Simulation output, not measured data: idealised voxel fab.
The name of this process module is voxel self aligned vias.
Shown is cross-section cut, with a width of 235 nm and square cells of size 5 nm.
Heads up, the way a cross-section reads in here is a grid of square cells, handed over as bands from the top down, with every band being one or more rows of cells.
It is stipulated that each band's entry specify, in nanometres, the height of the top of the band and then that of its bottom, followed by the materials of the band in left-to-right sequence, each together with its width in nanometres. A single material marked by the word "everywhere" is understood to fill the band from edge to edge; the word "empty" is understood to denote empty space.
For the purposes of this specification, 0 denotes the height below which the wafer in its as-received condition is composed wholly of one material, and the lowermost band, lacking a lower limit, extends downward without end, as expressed in "0..down".
When a width is written as two numbers, as in "30..40", the first number is the width in the top row of cells of the band and the second is the width in its bottom row, and the width changes by the same amount from each row to the next.
Step note "nothing different" = no cross-section cell changed.
Closed-off voids of 8+ cells (no open route to the top) go in "Internal closed voids", written width x height at distance from the left edge, in nm.
after a step's settings: what the simulator itself notes on the step
Each step line may optionally specify "overlay nm", which for a step with a mask gives the rightward distance between the mask's planned place and where it lay, a negative value indicating the leftward direction.
[So here's the lineup of process steps we planned]
step 1: RECEIVE (material Si)
step 2: CONFORMAL_DEP (material SiO2; thk nm 10)
step 3: CONFORMAL_DEP (material SiCN; thk nm 5)
step 4: DIRECTIONAL_DEP (material SiO2; thk nm 30)
step 5: MASKED_ETCH (tone open; mask id LINES; width nm 25; pitch nm 70; etch materials SiO2; depth nm 30; overlay nm 0)
step 6: CONFORMAL_DEP (material TiN; thk nm 5)
step 7: FILL_DEP (material Ru; thk nm 5)
step 8: CMP (height nm 45)
step 9: SELECTIVE_ETCH (etch materials W Ru TiN; depth nm 10)
step 10: FILL_DEP (material SiN; thk nm 10)
step 11: CMP (height nm 45)
step 12: DIRECTIONAL_DEP (material SiO2; thk nm 15)
step 13: DIRECTIONAL_DEP (material aC; thk nm 10)
step 14: PATTERN (tone open; mask id VIAS; material resist; width nm 45; pitch nm 70; thk nm 30; overlay nm 0)
step 15: DIRECTIONAL_ETCH (etch materials aC; depth nm 10)
step 16: STRIP (etch materials resist)
step 17: DIRECTIONAL_ETCH (etch materials SiO2; depth nm 15)
step 18: DIRECTIONAL_ETCH (etch materials SiN; depth nm 10)
step 19: STRIP (etch materials aC)
step 20: CONFORMAL_DEP (material TiN; thk nm 5)
step 21: FILL_DEP (material W; thk nm 10)
step 22: CMP (height nm 60)
step 23: CONFORMAL_DEP (material SiN; thk nm 5)
[First wafer out of two, processed as planned]
[Incoming wafer in cross-section (state: after step 1)]
  0..down: Si everywhere
  Internal closed voids: none
[Upon completion of step 2, the wafer appears in cross-section as shown]
  10..0: SiO2 everywhere
  Lower than 0, everything is as it was.
[Upon completion of step 3, the wafer appears in cross-section as shown]
  15..10: SiCN everywhere
  Lower than 10, everything is as it was.
[Upon completion of step 4, the wafer appears in cross-section as shown]
  45..15: SiO2 everywhere
  Lower than 15, everything is as it was.
[Upon completion of step 5, the wafer appears in cross-section as shown]
  45..15: SiO2 (70)  empty (25)  SiO2 (45)  empty (25)  SiO2 (70)
  Lower than 15, everything is as it was.
[Upon completion of step 6, the wafer appears in cross-section as shown]
  50..45: TiN (75)  empty (15)  TiN (55)  empty (15)  TiN (75)
  45..20: SiO2 (70)  TiN (5)  empty (15)  TiN (5)  SiO2 (45)  TiN (5)  empty (15)  TiN (5)  SiO2 (70)
  20..15: SiO2 (70)  TiN (25)  SiO2 (45)  TiN (25)  SiO2 (70)
  Lower than 15, everything is as it was.
[Upon completion of step 7, the wafer appears in cross-section as shown]
  55..50: Ru everywhere
  50..45: TiN (75)  Ru (15)  TiN (55)  Ru (15)  TiN (75)
  45..20: SiO2 (70)  TiN (5)  Ru (15)  TiN (5)  SiO2 (45)  TiN (5)  Ru (15)  TiN (5)  SiO2 (70)
  Lower than 20, everything is as it was.
[Upon completion of step 8, the wafer appears in cross-section as shown]
  45..20: SiO2 (70)  TiN (5)  Ru (15)  TiN (5)  SiO2 (45)  TiN (5)  Ru (15)  TiN (5)  SiO2 (70)
  Lower than 20, everything is as it was.
[Upon completion of step 9, the wafer appears in cross-section as shown]
  45..35: SiO2 (70)  empty (25)  SiO2 (45)  empty (25)  SiO2 (70)
  Lower than 35, everything is as it was.
[Upon completion of step 10, the wafer appears in cross-section as shown]
  55..45: SiN everywhere
  45..35: SiO2 (70)  SiN (25)  SiO2 (45)  SiN (25)  SiO2 (70)
  Lower than 35, everything is as it was.
[Upon completion of step 11, the wafer appears in cross-section as shown]
  45..35: SiO2 (70)  SiN (25)  SiO2 (45)  SiN (25)  SiO2 (70)
  Lower than 35, everything is as it was.
[Upon completion of step 12, the wafer appears in cross-section as shown]
  60..45: SiO2 everywhere
  Lower than 45, everything is as it was.
[Upon completion of step 13, the wafer appears in cross-section as shown]
  70..60: aC everywhere
  Lower than 60, everything is as it was.
[Upon completion of step 14, the wafer appears in cross-section as shown]
  100..70: resist (60)  empty (45)  resist (25)  empty (45)  resist (60)
  Lower than 70, everything is as it was.
[Upon completion of step 15, the wafer appears in cross-section as shown]
  90..70: resist (60)  empty (45)  resist (25)  empty (45)  resist (60)
  70..60: aC (60)  empty (45)  aC (25)  empty (45)  aC (60)
  Lower than 60, everything is as it was.
[Upon completion of step 16, the wafer appears in cross-section as shown]
  70..60: aC (60)  empty (45)  aC (25)  empty (45)  aC (60)
  Lower than 60, everything is as it was.
[Upon completion of step 17, the wafer appears in cross-section as shown]
  70..60: aC (60)  empty (45)  aC (25)  empty (45)  aC (60)
  60..45: SiO2 (60)  empty (45)  SiO2 (25)  empty (45)  SiO2 (60)
  Lower than 45, everything is as it was.
[Upon completion of step 18, the wafer appears in cross-section as shown]
  70..60: aC (60)  empty (45)  aC (25)  empty (45)  aC (60)
  60..45: SiO2 (60)  empty (45)  SiO2 (25)  empty (45)  SiO2 (60)
  45..35: SiO2 (70)  empty (25)  SiO2 (45)  empty (25)  SiO2 (70)
  Lower than 35, everything is as it was.
[Upon completion of step 19, the wafer appears in cross-section as shown]
  60..45: SiO2 (60)  empty (45)  SiO2 (25)  empty (45)  SiO2 (60)
  Lower than 45, everything is as it was.
[Upon completion of step 20, the wafer appears in cross-section as shown]
  65..60: TiN (65)  empty (35)  TiN (35)  empty (35)  TiN (65)
  60..50: SiO2 (60)  TiN (5)  empty (35)  TiN (5)  SiO2 (25)  TiN (5)  empty (35)  TiN (5)  SiO2 (60)
  50..40: SiO2 (60..70)  TiN (15..5)  empty (15)  TiN (15..5)  SiO2 (25..45)  TiN (15..5)  empty (15)  TiN (15..5)  SiO2 (60..70)
  40..35: SiO2 (70)  TiN (25)  SiO2 (45)  TiN (25)  SiO2 (70)
  Lower than 35, everything is as it was.
[Upon completion of step 21, the wafer appears in cross-section as shown]
  75..65: W everywhere
  65..60: TiN (65)  W (35)  TiN (35)  W (35)  TiN (65)
  60..50: SiO2 (60)  TiN (5)  W (35)  TiN (5)  SiO2 (25)  TiN (5)  W (35)  TiN (5)  SiO2 (60)
  50..40: SiO2 (60..70)  TiN (15..5)  W (15)  TiN (15..5)  SiO2 (25..45)  TiN (15..5)  W (15)  TiN (15..5)  SiO2 (60..70)
  Lower than 40, everything is as it was.
[Upon completion of step 22, the wafer appears in cross-section as shown]
  60..50: SiO2 (60)  TiN (5)  W (35)  TiN (5)  SiO2 (25)  TiN (5)  W (35)  TiN (5)  SiO2 (60)
  Lower than 50, everything is as it was.
[Upon completion of step 23, the wafer appears in cross-section as shown]
  65..60: SiN everywhere
  Lower than 60, everything is as it was.
[Second Wafer (Identical Start and Plan, One Processing Error; Matches First Wafer Through Step 13)]
[Second wafer profile in section, at the moment step 14 of the plan was meant to be complete]
  100..70: resist (65)  empty (45)  resist (25)  empty (45)  resist (55)
  Lower than 70, everything is as it was.
[Second wafer profile in section, at the moment step 15 of the plan was meant to be complete]
  90..70: resist (65)  empty (45)  resist (25)  empty (45)  resist (55)
  70..60: aC (65)  empty (45)  aC (25)  empty (45)  aC (55)
  Lower than 60, everything is as it was.
[Second wafer profile in section, at the moment step 16 of the plan was meant to be complete]
  70..60: aC (65)  empty (45)  aC (25)  empty (45)  aC (55)
  Lower than 60, everything is as it was.
[Second wafer profile in section, at the moment step 17 of the plan was meant to be complete]
  70..60: aC (65)  empty (45)  aC (25)  empty (45)  aC (55)
  60..45: SiO2 (65)  empty (45)  SiO2 (25)  empty (45)  SiO2 (55)
  Lower than 45, everything is as it was.
[Second wafer profile in section, at the moment step 18 of the plan was meant to be complete]
  70..60: aC (65)  empty (45)  aC (25)  empty (45)  aC (55)
  60..45: SiO2 (65)  empty (45)  SiO2 (25)  empty (45)  SiO2 (55)
  45..35: SiO2 (70)  empty (25)  SiO2 (45)  empty (25)  SiO2 (70)
  Lower than 35, everything is as it was.
[Second wafer profile in section, at the moment step 19 of the plan was meant to be complete]
  60..45: SiO2 (65)  empty (45)  SiO2 (25)  empty (45)  SiO2 (55)
  Lower than 45, everything is as it was.
[Second wafer profile in section, at the moment step 20 of the plan was meant to be complete]
  65..60: TiN (70)  empty (35)  TiN (35)  empty (35)  TiN (60)
  60..50: SiO2 (65)  TiN (5)  empty (35)  TiN (5)  SiO2 (25)  TiN (5)  empty (35)  TiN (5)  SiO2 (55)
  50..40: SiO2 (65..70)  TiN (10..5)  empty (15)  TiN (20..5)  SiO2 (25..45)  TiN (10..5)  empty (15)  TiN (20..5)  SiO2 (55..70)
  40..35: SiO2 (70)  TiN (25)  SiO2 (45)  TiN (25)  SiO2 (70)
  Lower than 35, everything is as it was.
[Second wafer profile in section, at the moment step 21 of the plan was meant to be complete]
  75..65: W everywhere
  65..60: TiN (70)  W (35)  TiN (35)  W (35)  TiN (60)
  60..50: SiO2 (65)  TiN (5)  W (35)  TiN (5)  SiO2 (25)  TiN (5)  W (35)  TiN (5)  SiO2 (55)
  50..40: SiO2 (65..70)  TiN (10..5)  W (15)  TiN (20..5)  SiO2 (25..45)  TiN (10..5)  W (15)  TiN (20..5)  SiO2 (55..70)
  Lower than 40, everything is as it was.
[Second wafer profile in section, at the moment step 22 of the plan was meant to be complete]
  60..50: SiO2 (65)  TiN (5)  W (35)  TiN (5)  SiO2 (25)  TiN (5)  W (35)  TiN (5)  SiO2 (55)
  Lower than 50, everything is as it was.
[Second wafer profile in section, at the moment step 23 of the plan was meant to be complete]
  65..60: SiN everywhere
  Lower than 60, everything is as it was.
In executing the process, a mistake was made relative to the plan: step 14 was not run as planned; what actually ran was PATTERN (tone open; mask id VIAS; material resist; width nm 45; pitch nm 70; thk nm 30; overlay nm 5)
At the close, every material occupies the same number of cells on the second wafer as on the first, only in different positions.
